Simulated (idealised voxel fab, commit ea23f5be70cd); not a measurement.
process module | voxel ribs on slabs
cross-section cut | 240 nm wide | cells 5 nm
A cross-section is a grid of square cells, given in bands from the top down. A band is one or more rows of cells.
Each band's line starts with the height of the band's top and of its bottom, in nm. Then come its materials from left to right, each with its width in nm. One material with "throughout" fills the band from edge to edge. "air" is empty space.
Height 0 is the level under which the wafer as received is all one material. The lowest band goes on downwards, as in "0 down".
A width such as "30 to 40" changes by the same amount from each row of cells to the next, from the band's top row to its bottom row.
"no change" after a step means that no cell of the cross-section changed.
closed voids: empty space of 8 cells or more with no open way to the top, each as width x height at its distance from the left edge, in nm
after a step's settings: what the simulator itself notes on the step
overlay nm, on a step with a mask: how far to the right of its planned place the mask lay; to the left if negative
plan
1 op RECEIVE | material Si
2 op DIRECTIONAL_DEP | material SiO2 | thk nm 25
3 op DIRECTIONAL_DEP | material SiN | thk nm 25
4 op PATTERN | tone cover | mask id RIB | material resist | width nm 30 | thk nm 20 | overlay nm 0
5 op DIRECTIONAL_ETCH | etch materials SiN | depth nm 5
6 op STRIP | etch materials resist
7 op PATTERN | tone cover | mask id SLAB | material resist | width nm 90 | thk nm 15 | overlay nm 0
8 op DIRECTIONAL_ETCH | etch materials SiN | depth nm 20
9 op STRIP | etch materials resist
10 op FILL_DEP | material SiO2 | thk nm 20
11 op CMP | height nm 65
12 op DIRECTIONAL_DEP | material W | thk nm 5
13 op DIRECTIONAL_DEP | material aC | thk nm 10
14 op PATTERN | tone cover | mask id HEATER | material resist | width nm 40 | thk nm 30 | overlay nm 0
15 op DIRECTIONAL_ETCH | etch materials aC | depth nm 10
16 op STRIP | etch materials resist
17 op DIRECTIONAL_ETCH | etch materials W | depth nm 5
18 op STRIP | etch materials aC
19 op CONFORMAL_DEP | material SiO2 | thk nm 5
first wafer, as planned
as received, after step 1
  0 down: Si throughout
  closed voids: none
after step 2
  25 to 0: SiO2 throughout
  below 0: unchanged
after step 3
  50 to 25: SiN throughout
  below 25: unchanged
after step 4
  70 to 50: air 105 | resist 30 | air 105
  below 50: unchanged
after step 5
  70 to 50: air 105 | resist 30 | air 105
  50 to 45: air 105 | SiN 30 | air 105
  below 45: unchanged
after step 6
  50 to 45: air 105 | SiN 30 | air 105
  below 45: unchanged
after step 7
  65 to 50: air 75 | resist 90 | air 75
  50 to 45: air 75 | resist 30 | SiN 30 | resist 30 | air 75
  below 45: unchanged
after step 8
  65 to 50: air 75 | resist 90 | air 75
  50 to 45: air 75 | resist 30 | SiN 30 | resist 30 | air 75
  45 to 25: air 75 | SiN 90 | air 75
  below 25: unchanged
after step 9
  50 to 45: air 105 | SiN 30 | air 105
  below 45: unchanged
after step 10
  70 to 50: SiO2 throughout
  50 to 45: SiO2 105 | SiN 30 | SiO2 105
  45 to 25: SiO2 75 | SiN 90 | SiO2 75
  below 25: unchanged
after step 11
  65 to 50: SiO2 throughout
  below 50: unchanged
after step 12
  70 to 65: W throughout
  below 65: unchanged
after step 13
  80 to 70: aC throughout
  below 70: unchanged
after step 14
  110 to 80: air 100 | resist 40 | air 100
  below 80: unchanged
after step 15
  100 to 80: air 100 | resist 40 | air 100
  80 to 70: air 100 | aC 40 | air 100
  below 70: unchanged
after step 16
  80 to 70: air 100 | aC 40 | air 100
  below 70: unchanged
after step 17
  80 to 70: air 100 | aC 40 | air 100
  70 to 65: air 100 | W 40 | air 100
  below 65: unchanged
after step 18
  70 to 65: air 100 | W 40 | air 100
  below 65: unchanged
after step 19
  75 to 70: air 95 | SiO2 50 | air 95
  70 to 65: SiO2 100 | W 40 | SiO2 100
  below 65: unchanged
second wafer: like start, like plan, one mistake. Through step 2 it matches the first wafer
when step 3 should have ended
  75 to 25: SiN throughout
  below 25: unchanged
when step 4 should have ended
  95 to 75: air 105 | resist 30 | air 105
  below 75: unchanged
when step 5 should have ended
  95 to 75: air 105 | resist 30 | air 105
  75 to 70: air 105 | SiN 30 | air 105
  below 70: unchanged
when step 6 should have ended
  75 to 70: air 105 | SiN 30 | air 105
  below 70: unchanged
when step 7 should have ended
  90 to 75: air 75 | resist 90 | air 75
  75 to 70: air 75 | resist 30 | SiN 30 | resist 30 | air 75
  below 70: unchanged
when step 8 should have ended
  90 to 75: air 75 | resist 90 | air 75
  75 to 70: air 75 | resist 30 | SiN 30 | resist 30 | air 75
  70 to 50: air 75 | SiN 90 | air 75
  below 50: unchanged
when step 9 should have ended
  75 to 70: air 105 | SiN 30 | air 105
  below 70: unchanged
when step 10 should have ended
  95 to 75: SiO2 throughout
  75 to 70: SiO2 105 | SiN 30 | SiO2 105
  70 to 50: SiO2 75 | SiN 90 | SiO2 75
  below 50: unchanged
when step 11 should have ended
  65 to 50: SiO2 75 | SiN 90 | SiO2 75
  below 50: unchanged
when step 12 should have ended
  70 to 65: W throughout
  below 65: unchanged
when step 13 should have ended
  80 to 70: aC throughout
  below 70: unchanged
when step 14 should have ended
  110 to 80: air 100 | resist 40 | air 100
  below 80: unchanged
when step 15 should have ended
  100 to 80: air 100 | resist 40 | air 100
  80 to 70: air 100 | aC 40 | air 100
  below 70: unchanged
when step 16 should have ended
  80 to 70: air 100 | aC 40 | air 100
  below 70: unchanged
when step 17 should have ended
  80 to 70: air 100 | aC 40 | air 100
  70 to 65: air 100 | W 40 | air 100
  below 65: unchanged
when step 18 should have ended
  70 to 65: air 100 | W 40 | air 100
  below 65: unchanged
when step 19 should have ended
  75 to 70: air 95 | SiO2 50 | air 95
  70 to 65: SiO2 100 | W 40 | SiO2 100
  below 65: unchanged
what went wrong: step 3 was run twice
at the end the second wafer has, in cells: 216 more of SiN | 216 fewer of SiO2
